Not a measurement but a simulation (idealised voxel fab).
The name of this process module is voxel gate over fins.
In the cross-section labelled cut, the width is 285 nm and each square cell is 5 nm.
How to read a cross-section here: the picture is a grid of square cells, written as bands going from the top down, and any band can span one or more rows of cells. A band entry consists of two parts. The first gives the height of the band's top and the height of its bottom, in nm. The rest lists the band's materials from left to right, each with its width in nm. A single material labelled with the word "edge to edge" fills the band from edge to edge, and the word "empty" marks empty space. The level at which height equals 0 is the one under which the wafer, as it arrives, is entirely one material. No lower edge exists for the bottom band, which continues downward and is notated as in "0 and below". With a width like "30..40", each row of cells in the band differs from the next by the same amount, the top row carrying the first number and the bottom row the second. It should be understood that the words "no modifications", when stated for a given step, signify that the cross-section underwent no change in any of its cells during that step. In the "Enclosed internal cavities" entry, you get each enclosed empty space of 8 cells or more, one with no open way to the top, written width x height at distance, distance from the left edge, in nm. Whatever follows a step's settings on its line is a remark the simulator itself makes about that step. overlay nm: mask offset rightward from planned place, masked step; negative means leftward offset.
Planned process steps
- 1: RECEIVE [material Si]
- 2: CONFORMAL_DEP [material SiN] [thk nm 10]
- 3: MASKED_ETCH [tone cover] [mask id FINS] [width nm 15] [pitch nm 35] [etch materials SiN] [depth nm 10] [overlay nm 0]
- 4: MASKED_ETCH [tone cover] [mask id FINS] [width nm 15] [pitch nm 35] [etch materials Si] [depth nm 30] [overlay nm 0]
- 5: OXIDIZE [depth nm 5]
- 6: FILL_DEP [material SiO2] [thk nm 15]
- 7: CMP [height nm 10]
- 8: SELECTIVE_ETCH [etch materials SiO2] [depth nm 25]
- 9: STRIP [etch materials SiN]
- 10: CONFORMAL_DEP [material HfO2] [thk nm 5]
- 11: CONFORMAL_DEP [material TiN] [thk nm 5]
- 12: CONFORMAL_DEP [material TiAl] [thk nm 5]
- 13: CONFORMAL_DEP [material TiN] [thk nm 5]
- 14: FILL_DEP [material W] [thk nm 10]
- 15: CMP [height nm 25]
- 16: CONFORMAL_DEP [material SiN] [thk nm 5]
Cross-section of the wafer at receipt, which is the condition after step 1
	0 and below: Si edge to edge
	Enclosed internal cavities: none
End-of-module XS, first of two wafers, run as planned
	30 down to 25: SiN edge to edge
	25 down to 20: W edge to edge
	20 down to 15: W (100); TiN (80); W (105)
	15 down to 10: W (100); TiN (5); TiAl (70); TiN (5); W (105)
	10 down to 5: W (100); TiN (5); TiAl (5); TiN (25); TiAl (10); TiN (25); TiAl (5); TiN (5); W (105)
	5 down to 0: TiN (105); TiAl (5); TiN (5); HfO2 (15); TiN (5); TiAl (10); TiN (5); HfO2 (15); TiN (5); TiAl (5); TiN (110)
	0 down to -5: TiAl (110); TiN (5); HfO2 (5); Si (5); HfO2 (5); TiN (5); TiAl (10); TiN (5); HfO2 (5); Si (5); HfO2 (5); TiN (5); TiAl (115)
	-5 down to -10: TiN (115); HfO2 (5); Si (5); HfO2 (5); TiN (20); HfO2 (5); Si (5); HfO2 (5); TiN (120)
	-10 down to -15: HfO2 (120); Si (5); HfO2 (30); Si (5); HfO2 (125)
	-15 down to -35: SiO2 (120); Si (5); SiO2 (30); Si (5); SiO2 (125)
	-35 and below: Si edge to edge
	Enclosed internal cavities: none
This cross-section belongs to the second wafer of two at the end of the module; the start and the plan were shared with the first, and the run included one mistake
	30 down to 25: SiN edge to edge
	25 down to 20: W edge to edge
	20 down to 15: W (100); TiN (80); W (105)
	15 down to 10: W (100); TiN (5); TiAl (70); TiN (5); W (105)
	10 down to 5: W (100); TiN (5); TiAl (5); TiN (25); TiAl (10); TiN (25); TiAl (5); TiN (5); W (105)
	5 down to 0: TiN (105); TiAl (5); TiN (5); HfO2 (15); TiN (5); TiAl (10); TiN (5); HfO2 (15); TiN (5); TiAl (5); TiN (110)
	0 down to -5: TiAl (110); TiN (5); HfO2 (5); Si (5); HfO2 (5); TiN (5); TiAl (10); TiN (5); HfO2 (5); Si (5); HfO2 (5); TiN (5); TiAl (115)
	-5 down to -10: TiN (115); HfO2 (5); Si (5); HfO2 (5); TiN (20); HfO2 (5); Si (5); HfO2 (5); TiN (120)
	-10 down to -15: HfO2 (120); Si (5); HfO2 (30); Si (5); HfO2 (125)
	-15 down to -30: SiO2 (120); Si (5); SiO2 (30); Si (5); SiO2 (125)
	-30 and below: Si edge to edge
	Enclosed internal cavities: none
Short version of what went wrong: note that step 4 departed from the planned setting and was carried out as MASKED_ETCH [tone cover] [mask id FINS] [width nm 15] [pitch nm 35] [etch materials Si] [depth nm 25] [overlay nm 0]
Final difference in cells, second wafer against first, listed per material as more or fewer: Si: 55 more, SiO2: 55 fewer
